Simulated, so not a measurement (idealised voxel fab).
The process module that follows is named voxel wiring stack.
Xsec cut, 205 nm wide, square cell size 5 nm.
Cross-section layout: square cells on a grid; listed as bands, top to bottom; a band spans one or more cell rows.
A band entry consists of two parts. The first gives the height of the band's top and the height of its bottom, in nm. The rest lists the band's materials from left to right, each with its width in nm. A single material labelled with the word "edge to edge" fills the band from edge to edge, and the word "blank" marks empty space.
Height datum 0, below which the as-received substrate wafer is one material. Lowest band open at the bottom, running downward: "0 nm and below".
Note: "30 to 40" means the width goes from the first number (top row of the band) to the second number (bottom row) in equal steps per row of cells.
Key: "all unchanged" - step with no changed cell in the cross-section.
If an empty space has no open way to the top and is at least 8 cells in size, "Internal closed voids" lists it, written width x height at distance, where distance is measured from the left edge and every value is in nm.
after a step's settings: what the simulator itself notes on the step
Each step line may optionally specify "overlay nm", which for a step with a mask gives the rightward distance between the mask's planned place and where it lay, a negative value indicating the leftward direction.
### This section lists the process steps that were planned
1,RECEIVE | material Si
2,CONFORMAL_DEP | material SiO2 | thk nm 10
3,DIRECTIONAL_DEP | material TiN | thk nm 5
4,DIRECTIONAL_DEP | material W | thk nm 25
5,DIRECTIONAL_DEP | material aC | thk nm 15
6,PATTERN | tone cover | mask id METAL_1 | material resist | width nm 20 | pitch nm 40 | thk nm 35 | overlay nm 0
7,DIRECTIONAL_ETCH | etch materials aC | depth nm 15
8,STRIP | etch materials resist
9,DIRECTIONAL_ETCH | etch materials W | depth nm 25
10,DIRECTIONAL_ETCH | etch materials TiN | depth nm 5
11,STRIP | etch materials aC
12,FILL_DEP | material SiO2 | thk nm 5
13,CMP | height nm 40
14,CONFORMAL_DEP | material SiCN | thk nm 5
15,DIRECTIONAL_DEP | material SiO2 | thk nm 30
16,MASKED_ETCH | tone open | mask id METAL_2_HOLES | width nm 15 | pitch nm 40 | etch materials SiO2 | depth nm 30 | overlay nm 0
17,MASKED_ETCH | tone open | mask id METAL_2 | width nm 20 | pitch nm 40 | etch materials SiO2 | depth nm 20 | overlay nm 0
18,MASKED_ETCH | tone open | mask id METAL_2 | width nm 20 | pitch nm 40 | etch materials SiCN | depth nm 5 | overlay nm 0
19,CONFORMAL_DEP | material TiN | thk nm 5
20,FILL_DEP | material Ru | thk nm 5
21,CMP | height nm 75
22,CONFORMAL_DEP | material SiCN | thk nm 5
23,DIRECTIONAL_DEP | material SiO2 | thk nm 20
24,MASKED_ETCH | tone open | mask id PLUG_2 | width nm 15 | pitch nm 80 | etch materials SiO2 | depth nm 20 | overlay nm 0
25,MASKED_ETCH | tone open | mask id PLUG_2 | width nm 15 | pitch nm 80 | etch materials SiCN | depth nm 5 | overlay nm 0
26,CONFORMAL_DEP | material TiN | thk nm 5
27,FILL_DEP | material W | thk nm 10
28,CMP | height nm 100
29,CONFORMAL_DEP | material SiN | thk nm 5
30,DIRECTIONAL_DEP | material lowk | thk nm 20
31,MASKED_ETCH | tone open | mask id METAL_3 | width nm 20 | pitch nm 40 | etch materials lowk | depth nm 20 | overlay nm 0
32,MASKED_ETCH | tone open | mask id METAL_3 | width nm 20 | pitch nm 40 | etch materials SiN | depth nm 5 | overlay nm 0
33,CONFORMAL_DEP | material TiN | thk nm 5
34,FILL_DEP | material Cu | thk nm 5
35,CMP | height nm 125
36,CONFORMAL_DEP | material SiCN | thk nm 5
### First wafer out of two, processed as planned
### As received (post step 1): cross-section
  0 nm and below  Si edge to edge
  Internal closed voids: none
### State of the wafer after step 2, shown in cross-section
  10 nm to 0 nm  SiO2 edge to edge
  Everything under 0 stays put, no change at all.
### State of the wafer after step 3, shown in cross-section
  15 nm to 10 nm  TiN edge to edge
  Everything under 10 stays put, no change at all.
### State of the wafer after step 4, shown in cross-section
  40 nm to 15 nm  W edge to edge
  Everything under 15 stays put, no change at all.
### State of the wafer after step 5, shown in cross-section
  55 nm to 40 nm  aC edge to edge
  Everything under 40 stays put, no change at all.
### State of the wafer after step 6, shown in cross-section
  90 nm to 55 nm  blank=30, then resist=20, then blank=20, then resist=20, then blank=20, then resist=20, then blank=20, then resist=20, then blank=35
  Everything under 55 stays put, no change at all.
### State of the wafer after step 7, shown in cross-section
  75 nm to 55 nm  blank=30, then resist=20, then blank=20, then resist=20, then blank=20, then resist=20, then blank=20, then resist=20, then blank=35
  55 nm to 40 nm  blank=30, then aC=20, then blank=20, then aC=20, then blank=20, then aC=20, then blank=20, then aC=20, then blank=35
  Everything under 40 stays put, no change at all.
### State of the wafer after step 8, shown in cross-section
  55 nm to 40 nm  blank=30, then aC=20, then blank=20, then aC=20, then blank=20, then aC=20, then blank=20, then aC=20, then blank=35
  Everything under 40 stays put, no change at all.
### State of the wafer after step 9, shown in cross-section
  55 nm to 40 nm  blank=30, then aC=20, then blank=20, then aC=20, then blank=20, then aC=20, then blank=20, then aC=20, then blank=35
  40 nm to 15 nm  blank=30, then W=20, then blank=20, then W=20, then blank=20, then W=20, then blank=20, then W=20, then blank=35
  Everything under 15 stays put, no change at all.
### State of the wafer after step 10, shown in cross-section
  55 nm to 40 nm  blank=30, then aC=20, then blank=20, then aC=20, then blank=20, then aC=20, then blank=20, then aC=20, then blank=35
  40 nm to 15 nm  blank=30, then W=20, then blank=20, then W=20, then blank=20, then W=20, then blank=20, then W=20, then blank=35
  15 nm to 10 nm  blank=30, then TiN=20, then blank=20, then TiN=20, then blank=20, then TiN=20, then blank=20, then TiN=20, then blank=35
  Everything under 10 stays put, no change at all.
### State of the wafer after step 11, shown in cross-section
  40 nm to 15 nm  blank=30, then W=20, then blank=20, then W=20, then blank=20, then W=20, then blank=20, then W=20, then blank=35
  Everything under 15 stays put, no change at all.
### State of the wafer after step 12, shown in cross-section
  45 nm to 40 nm  SiO2 edge to edge
  40 nm to 15 nm  SiO2=30, then W=20, then SiO2=20, then W=20, then SiO2=20, then W=20, then SiO2=20, then W=20, then SiO2=35
  15 nm to 10 nm  SiO2=30, then TiN=20, then SiO2=20, then TiN=20, then SiO2=20, then TiN=20, then SiO2=20, then TiN=20, then SiO2=35
  Everything under 10 stays put, no change at all.
### State of the wafer after step 13, shown in cross-section
  40 nm to 15 nm  SiO2=30, then W=20, then SiO2=20, then W=20, then SiO2=20, then W=20, then SiO2=20, then W=20, then SiO2=35
  Everything under 15 stays put, no change at all.
### State of the wafer after step 14, shown in cross-section
  45 nm to 40 nm  SiCN edge to edge
  Everything under 40 stays put, no change at all.
### State of the wafer after step 15, shown in cross-section
  75 nm to 45 nm  SiO2 edge to edge
  Everything under 45 stays put, no change at all.
### State of the wafer after step 16, shown in cross-section
  75 nm to 45 nm  SiO2=30, then blank=15, then SiO2=25, then blank=15, then SiO2=25, then blank=15, then SiO2=25, then blank=15, then SiO2=40
  Everything under 45 stays put, no change at all.
### State of the wafer after step 17, shown in cross-section
  75 nm to 55 nm  SiO2=30, then blank=20, then SiO2=20, then blank=20, then SiO2=20, then blank=20, then SiO2=20, then blank=20, then SiO2=35
  Everything under 55 stays put, no change at all.
### State of the wafer after step 18, shown in cross-section
  75 nm to 55 nm  SiO2=30, then blank=20, then SiO2=20, then blank=20, then SiO2=20, then blank=20, then SiO2=20, then blank=20, then SiO2=35
  55 nm to 45 nm  SiO2=30, then blank=15, then SiO2=25, then blank=15, then SiO2=25, then blank=15, then SiO2=25, then blank=15, then SiO2=40
  45 nm to 40 nm  SiCN=30, then blank=15, then SiCN=25, then blank=15, then SiCN=25, then blank=15, then SiCN=25, then blank=15, then SiCN=40
  Everything under 40 stays put, no change at all.
### State of the wafer after step 19, shown in cross-section
  80 nm to 75 nm  TiN=35, then blank=10, then TiN=30, then blank=10, then TiN=30, then blank=10, then TiN=30, then blank=10, then TiN=40
  75 nm to 60 nm  SiO2=30, then TiN=5, then blank=10, then TiN=5, then SiO2=20, then TiN=5, then blank=10, then TiN=5, then SiO2=20, then TiN=5, then blank=10, then TiN=5, then SiO2=20, then TiN=5, then blank=10, then TiN=5, then SiO2=35
  60 nm to 55 nm  SiO2=30, then TiN=5, then blank=5, then TiN=10, then SiO2=20, then TiN=5, then blank=5, then TiN=10, then SiO2=20, then TiN=5, then blank=5, then TiN=10, then SiO2=20, then TiN=5, then blank=5, then TiN=10, then SiO2=35
  55 nm to 45 nm  SiO2=30, then TiN=5, then blank=5, then TiN=5, then SiO2=25, then TiN=5, then blank=5, then TiN=5, then SiO2=25, then TiN=5, then blank=5, then TiN=5, then SiO2=25, then TiN=5, then blank=5, then TiN=5, then SiO2=40
  45 nm to 40 nm  SiCN=30, then TiN=15, then SiCN=25, then TiN=15, then SiCN=25, then TiN=15, then SiCN=25, then TiN=15, then SiCN=40
  Everything under 40 stays put, no change at all.
### State of the wafer after step 20, shown in cross-section
  85 nm to 80 nm  Ru edge to edge
  80 nm to 75 nm  TiN=35, then Ru=10, then TiN=30, then Ru=10, then TiN=30, then Ru=10, then TiN=30, then Ru=10, then TiN=40
  75 nm to 60 nm  SiO2=30, then TiN=5, then Ru=10, then TiN=5, then SiO2=20, then TiN=5, then Ru=10, then TiN=5, then SiO2=20, then TiN=5, then Ru=10, then TiN=5, then SiO2=20, then TiN=5, then Ru=10, then TiN=5, then SiO2=35
  60 nm to 55 nm  SiO2=30, then TiN=5, then Ru=5, then TiN=10, then SiO2=20, then TiN=5, then Ru=5, then TiN=10, then SiO2=20, then TiN=5, then Ru=5, then TiN=10, then SiO2=20, then TiN=5, then Ru=5, then TiN=10, then SiO2=35
  55 nm to 45 nm  SiO2=30, then TiN=5, then Ru=5, then TiN=5, then SiO2=25, then TiN=5, then Ru=5, then TiN=5, then SiO2=25, then TiN=5, then Ru=5, then TiN=5, then SiO2=25, then TiN=5, then Ru=5, then TiN=5, then SiO2=40
  Everything under 45 stays put, no change at all.
### State of the wafer after step 21, shown in cross-section
  75 nm to 60 nm  SiO2=30, then TiN=5, then Ru=10, then TiN=5, then SiO2=20, then TiN=5, then Ru=10, then TiN=5, then SiO2=20, then TiN=5, then Ru=10, then TiN=5, then SiO2=20, then TiN=5, then Ru=10, then TiN=5, then SiO2=35
  Everything under 60 stays put, no change at all.
### State of the wafer after step 22, shown in cross-section
  80 nm to 75 nm  SiCN edge to edge
  Everything under 75 stays put, no change at all.
### State of the wafer after step 23, shown in cross-section
  100 nm to 80 nm  SiO2 edge to edge
  Everything under 80 stays put, no change at all.
### State of the wafer after step 24, shown in cross-section
  100 nm to 80 nm  SiO2=30, then blank=15, then SiO2=65, then blank=15, then SiO2=80
  Everything under 80 stays put, no change at all.
### State of the wafer after step 25, shown in cross-section
  100 nm to 80 nm  SiO2=30, then blank=15, then SiO2=65, then blank=15, then SiO2=80
  80 nm to 75 nm  SiCN=30, then blank=15, then SiCN=65, then blank=15, then SiCN=80
  Everything under 75 stays put, no change at all.
### State of the wafer after step 26, shown in cross-section
  105 nm to 100 nm  TiN=35, then blank=5, then TiN=75, then blank=5, then TiN=85
  100 nm to 80 nm  SiO2=30, then TiN=5, then blank=5, then TiN=5, then SiO2=65, then TiN=5, then blank=5, then TiN=5, then SiO2=80
  80 nm to 75 nm  SiCN=30, then TiN=15, then SiCN=65, then TiN=15, then SiCN=80
  Everything under 75 stays put, no change at all.
### State of the wafer after step 27, shown in cross-section
  115 nm to 105 nm  W edge to edge
  105 nm to 100 nm  TiN=35, then W=5, then TiN=75, then W=5, then TiN=85
  100 nm to 80 nm  SiO2=30, then TiN=5, then W=5, then TiN=5, then SiO2=65, then TiN=5, then W=5, then TiN=5, then SiO2=80
  Everything under 80 stays put, no change at all.
### State of the wafer after step 28, shown in cross-section
  100 nm to 80 nm  SiO2=30, then TiN=5, then W=5, then TiN=5, then SiO2=65, then TiN=5, then W=5, then TiN=5, then SiO2=80
  Everything under 80 stays put, no change at all.
### State of the wafer after step 29, shown in cross-section
  105 nm to 100 nm  SiN edge to edge
  Everything under 100 stays put, no change at all.
### State of the wafer after step 30, shown in cross-section
  125 nm to 105 nm  lowk edge to edge
  Everything under 105 stays put, no change at all.
### State of the wafer after step 31, shown in cross-section
  125 nm to 105 nm  lowk=30, then blank=20, then lowk=20, then blank=20, then lowk=20, then blank=20, then lowk=20, then blank=20, then lowk=35
  Everything under 105 stays put, no change at all.
### State of the wafer after step 32, shown in cross-section
  125 nm to 105 nm  lowk=30, then blank=20, then lowk=20, then blank=20, then lowk=20, then blank=20, then lowk=20, then blank=20, then lowk=35
  105 nm to 100 nm  SiN=30, then blank=20, then SiN=20, then blank=20, then SiN=20, then blank=20, then SiN=20, then blank=20, then SiN=35
  Everything under 100 stays put, no change at all.
### State of the wafer after step 33, shown in cross-section
  130 nm to 125 nm  TiN=35, then blank=10, then TiN=30, then blank=10, then TiN=30, then blank=10, then TiN=30, then blank=10, then TiN=40
  125 nm to 105 nm  lowk=30, then TiN=5, then blank=10, then TiN=5, then lowk=20, then TiN=5, then blank=10, then TiN=5, then lowk=20, then TiN=5, then blank=10, then TiN=5, then lowk=20, then TiN=5, then blank=10, then TiN=5, then lowk=35
  105 nm to 100 nm  SiN=30, then TiN=20, then SiN=20, then TiN=20, then SiN=20, then TiN=20, then SiN=20, then TiN=20, then SiN=35
  Everything under 100 stays put, no change at all.
### State of the wafer after step 34, shown in cross-section
  135 nm to 130 nm  Cu edge to edge
  130 nm to 125 nm  TiN=35, then Cu=10, then TiN=30, then Cu=10, then TiN=30, then Cu=10, then TiN=30, then Cu=10, then TiN=40
  125 nm to 105 nm  lowk=30, then TiN=5, then Cu=10, then TiN=5, then lowk=20, then TiN=5, then Cu=10, then TiN=5, then lowk=20, then TiN=5, then Cu=10, then TiN=5, then lowk=20, then TiN=5, then Cu=10, then TiN=5, then lowk=35
  Everything under 105 stays put, no change at all.
### State of the wafer after step 35, shown in cross-section
  125 nm to 105 nm  lowk=30, then TiN=5, then Cu=10, then TiN=5, then lowk=20, then TiN=5, then Cu=10, then TiN=5, then lowk=20, then TiN=5, then Cu=10, then TiN=5, then lowk=20, then TiN=5, then Cu=10, then TiN=5, then lowk=35
  Everything under 105 stays put, no change at all.
### State of the wafer after step 36, shown in cross-section
  130 nm to 125 nm  SiCN edge to edge
  Everything under 125 stays put, no change at all.
### Companion wafer, the second of two: same beginning, same intended sequence, one mistake in carrying it out; through step 30 inclusive it tracks the first exactly
### Cross-section of the second wafer corresponding to the planned conclusion of step 31
  125 nm to 105 nm  lowk=30, then blank=25, then lowk=15, then blank=25, then lowk=15, then blank=25, then lowk=15, then blank=25, then lowk=30
  Everything under 105 stays put, no change at all.
### Cross-section of the second wafer corresponding to the planned conclusion of step 32
  125 nm to 105 nm  lowk=30, then blank=25, then lowk=15, then blank=25, then lowk=15, then blank=25, then lowk=15, then blank=25, then lowk=30
  105 nm to 100 nm  SiN=30, then blank=20, then SiN=20, then blank=20, then SiN=20, then blank=20, then SiN=20, then blank=20, then SiN=35
  Everything under 100 stays put, no change at all.
### Cross-section of the second wafer corresponding to the planned conclusion of step 33
  130 nm to 125 nm  TiN=35, then blank=15, then TiN=25, then blank=15, then TiN=25, then blank=15, then TiN=25, then blank=15, then TiN=35
  125 nm to 110 nm  lowk=30, then TiN=5, then blank=15, then TiN=5, then lowk=15, then TiN=5, then blank=15, then TiN=5, then lowk=15, then TiN=5, then blank=15, then TiN=5, then lowk=15, then TiN=5, then blank=15, then TiN=5, then lowk=30
  110 nm to 105 nm  lowk=30, then TiN=5, then blank=10, then TiN=10, then lowk=15, then TiN=5, then blank=10, then TiN=10, then lowk=15, then TiN=5, then blank=10, then TiN=10, then lowk=15, then TiN=5, then blank=10, then TiN=10, then lowk=30
  105 nm to 100 nm  SiN=30, then TiN=20, then SiN=20, then TiN=20, then SiN=20, then TiN=20, then SiN=20, then TiN=20, then SiN=35
  Everything under 100 stays put, no change at all.
### Cross-section of the second wafer corresponding to the planned conclusion of step 34
  135 nm to 130 nm  Cu edge to edge
  130 nm to 125 nm  TiN=35, then Cu=15, then TiN=25, then Cu=15, then TiN=25, then Cu=15, then TiN=25, then Cu=15, then TiN=35
  125 nm to 110 nm  lowk=30, then TiN=5, then Cu=15, then TiN=5, then lowk=15, then TiN=5, then Cu=15, then TiN=5, then lowk=15, then TiN=5, then Cu=15, then TiN=5, then lowk=15, then TiN=5, then Cu=15, then TiN=5, then lowk=30
  110 nm to 105 nm  lowk=30, then TiN=5, then Cu=10, then TiN=10, then lowk=15, then TiN=5, then Cu=10, then TiN=10, then lowk=15, then TiN=5, then Cu=10, then TiN=10, then lowk=15, then TiN=5, then Cu=10, then TiN=10, then lowk=30
  Everything under 105 stays put, no change at all.
### Cross-section of the second wafer corresponding to the planned conclusion of step 35
  125 nm to 110 nm  lowk=30, then TiN=5, then Cu=15, then TiN=5, then lowk=15, then TiN=5, then Cu=15, then TiN=5, then lowk=15, then TiN=5, then Cu=15, then TiN=5, then lowk=15, then TiN=5, then Cu=15, then TiN=5, then lowk=30
  Everything under 110 stays put, no change at all.
### Cross-section of the second wafer corresponding to the planned conclusion of step 36
  130 nm to 125 nm  SiCN edge to edge
  Everything under 125 stays put, no change at all.
Heads up, the wafer didn't run the way we planned it: off-plan run, step 31, actual operation and settings MASKED_ETCH | tone open | mask id METAL_3 | width nm 25 | pitch nm 40 | etch materials lowk | depth nm 20 | overlay nm 0
at the end the second wafer has, in cells: Cu: 12 more | TiN: 4 more | lowk: 16 fewer
